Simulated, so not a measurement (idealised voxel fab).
Documented hereafter: the process module known as voxel ribs on slabs.
FYI the section here is cut, 150 nm wide, cells are 5 nm squares.
This document writes a cross-section as a grid whose cells are square, and gives it as bands, listed from the top down; one or more rows of cells form a band. Heights first: top, then bottom, in nm. Then materials, left to right, each with a width in nm. "all across" on a single material: fills the band edge to edge. "blank": empty space. The reference from which all heights are counted is 0, the level beneath which the as-received wafer is entirely one material; the lowest band, having no lower bound, proceeds downward and is written after the example "0 and below". The two numbers in a width such as "30->40" mark its ends across the band: the first belongs to the top row of cells, the second to the bottom row, and from each row to the next the width moves by the same amount. For the purposes of this document, the phrase "remains unaltered" attached to a step denotes that no cell within the cross-section was modified by that step. Closed internal cavities: empty space of 8 cells or more with no open way to the top, each as width x height at its distance from the left edge, in nm. Text after the settings on a step's line: the simulator's own remark on that step. The line of a step may include "overlay nm". On a step with a mask, this value is how far to the right of its planned place the mask lay. A negative value means the mask lay to the left.

**This section lists the process steps that were planned**
1: RECEIVE [material Si]
2: DIRECTIONAL_DEP [material SiO2] [thk nm 25]
3: DIRECTIONAL_DEP [material polySi] [thk nm 15]
4: DIRECTIONAL_DEP [material aC] [thk nm 10]
5: PATTERN [tone cover] [mask id RIB] [material resist] [width nm 25] [thk nm 25] [overlay nm 0]
6: DIRECTIONAL_ETCH [etch materials aC] [depth nm 10]
7: STRIP [etch materials resist]
8: DIRECTIONAL_ETCH [etch materials polySi] [depth nm 10]
9: STRIP [etch materials aC]
10: PATTERN [tone cover] [mask id SLAB] [material resist] [width nm 85] [thk nm 20] [overlay nm 0]
11: DIRECTIONAL_ETCH [etch materials polySi] [depth nm 5]
12: STRIP [etch materials resist]
13: FILL_DEP [material SiO2] [thk nm 25]
14: CMP [height nm 60]
15: DIRECTIONAL_DEP [material W] [thk nm 5]
16: DIRECTIONAL_DEP [material aC] [thk nm 15]
17: PATTERN [tone cover] [mask id HEATER] [material resist] [width nm 35] [thk nm 30] [overlay nm 0]
18: DIRECTIONAL_ETCH [etch materials aC] [depth nm 15]
19: STRIP [etch materials resist]
20: DIRECTIONAL_ETCH [etch materials W] [depth nm 5]
21: STRIP [etch materials aC]
22: CONFORMAL_DEP [material SiO2] [thk nm 5]

**As-received wafer cross-section (after step 1)**
  0 and below = Si all across
  Closed internal cavities: none

**Wafer cross-section at module end: first of two, run to plan**
  70 down to 65 = 50 of blank; 45 of SiO2; 55 of blank
  65 down to 60 = 55 of SiO2; 35 of W; 60 of SiO2
  60 down to 40 = SiO2 all across
  40 down to 30 = 60 of SiO2; 25 of polySi; 65 of SiO2
  30 down to 25 = 30 of SiO2; 85 of polySi; 35 of SiO2
  25 down to 0 = SiO2 all across
  0 and below = Si all across
  Closed internal cavities: none

**Now the second wafer, cross-sectioned at the end of the module. Nothing different at the start, nothing different in the plan compared with the first, just one mistake when it was actually run**
  70 down to 65 = 50 of blank; 45 of SiO2; 55 of blank
  65 down to 60 = 55 of SiO2; 35 of W; 60 of SiO2
  60 down to 50 = SiO2 all across
  50 down to 40 = 60 of SiO2; 25 of polySi; 65 of SiO2
  40 down to 35 = 30 of SiO2; 85 of polySi; 35 of SiO2
  35 down to 25 = polySi all across
  25 down to 0 = SiO2 all across
  0 and below = Si all across
  Closed internal cavities: none
What was the processing mistake? heads up, step 3 didn't go per plan, it actually ran as DIRECTIONAL_DEP [material polySi] [thk nm 25]
At the finish, the second wafer shows more or fewer cells for some materials than the first does: 60 fewer of SiO2 | 60 more of polySi
